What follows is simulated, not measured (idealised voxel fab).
process module | voxel ribs on slabs
cross-section cut | 225 nm wide | cells 5 nm
A cross-section is a grid of square cells, given in bands from the top down. A band is one or more rows of cells.
Each band's line starts with the height of the band's top and of its bottom, in nm. Then come its materials from left to right, each with its width in nm. One material with "throughout" fills the band from edge to edge. "air" is empty space.
Height 0 is the level under which the wafer as received is all one material. The lowest band goes on downwards, as in "0 down".
A width such as "30 to 40" changes by the same amount from each row of cells to the next, from the band's top row to its bottom row.
"no change" after a step means that no cell of the cross-section changed.
closed voids: empty space of 8 cells or more with no open way to the top, each as width x height at its distance from the left edge, in nm
after a step's settings: what the simulator itself notes on the step
overlay nm, on a step with a mask: how far to the right of its planned place the mask lay; to the left if negative
plan
1 op RECEIVE | material Si
2 op DIRECTIONAL_DEP | material SiO2 | thk nm 25
3 op DIRECTIONAL_DEP | material SiN | thk nm 20
4 op MASKED_ETCH | tone cover | mask id RIB | width nm 30 | etch materials SiN | depth nm 10 | overlay nm 0
5 op PATTERN | tone cover | mask id SLAB | material resist | width nm 80 | thk nm 20 | overlay nm 0
6 op DIRECTIONAL_ETCH | etch materials SiN | depth nm 10
7 op STRIP | etch materials resist
8 op FILL_DEP | material SiO2 | thk nm 20
9 op CMP | height nm 60
10 op DIRECTIONAL_DEP | material W | thk nm 10
11 op DIRECTIONAL_DEP | material aC | thk nm 15
12 op PATTERN | tone cover | mask id HEATER | material resist | width nm 40 | thk nm 30 | overlay nm 0
13 op DIRECTIONAL_ETCH | etch materials aC | depth nm 15
14 op STRIP | etch materials resist
15 op DIRECTIONAL_ETCH | etch materials W | depth nm 10
16 op STRIP | etch materials aC
17 op CONFORMAL_DEP | material SiN | thk nm 5
first wafer, as planned
as received, after step 1
  0 down: Si throughout
  closed voids: none
after step 2
  25 to 0: SiO2 throughout
  below 0: unchanged
after step 3
  45 to 25: SiN throughout
  below 25: unchanged
after step 4
  45 to 35: air 95 | SiN 30 | air 100
  below 35: unchanged
after step 5
  65 to 45: air 70 | resist 80 | air 75
  45 to 35: air 70 | resist 25 | SiN 30 | resist 25 | air 75
  below 35: unchanged
after step 6
  65 to 45: air 70 | resist 80 | air 75
  45 to 35: air 70 | resist 25 | SiN 30 | resist 25 | air 75
  35 to 25: air 70 | SiN 80 | air 75
  below 25: unchanged
after step 7
  45 to 35: air 95 | SiN 30 | air 100
  below 35: unchanged
after step 8
  65 to 45: SiO2 throughout
  45 to 35: SiO2 95 | SiN 30 | SiO2 100
  35 to 25: SiO2 70 | SiN 80 | SiO2 75
  below 25: unchanged
after step 9
  60 to 45: SiO2 throughout
  below 45: unchanged
after step 10
  70 to 60: W throughout
  below 60: unchanged
after step 11
  85 to 70: aC throughout
  below 70: unchanged
after step 12
  115 to 85: air 90 | resist 40 | air 95
  below 85: unchanged
after step 13
  100 to 85: air 90 | resist 40 | air 95
  85 to 70: air 90 | aC 40 | air 95
  below 70: unchanged
after step 14
  85 to 70: air 90 | aC 40 | air 95
  below 70: unchanged
after step 15
  85 to 70: air 90 | aC 40 | air 95
  70 to 60: air 90 | W 40 | air 95
  below 60: unchanged
after step 16
  70 to 60: air 90 | W 40 | air 95
  below 60: unchanged
after step 17
  75 to 70: air 85 | SiN 50 | air 90
  70 to 65: air 85 | SiN 5 | W 40 | SiN 5 | air 90
  65 to 60: SiN 90 | W 40 | SiN 95
  below 60: unchanged
second wafer: like start, like plan, one mistake. Through step 14 it matches the first wafer
when step 15 should have ended
  85 to 70: air 90 | aC 40 | air 95
  70 to 65: air 90 | W 40 | air 95
  below 65: unchanged
when step 16 should have ended
  70 to 65: air 90 | W 40 | air 95
  below 65: unchanged
when step 17 should have ended
  75 to 70: air 85 | SiN 50 | air 90
  70 to 65: SiN 90 | W 40 | SiN 95
  below 65: unchanged
what went wrong: step 15 ran as: op DIRECTIONAL_ETCH | etch materials W | depth nm 5
at the end the second wafer has, in cells: 2 fewer of SiN | 37 more of W
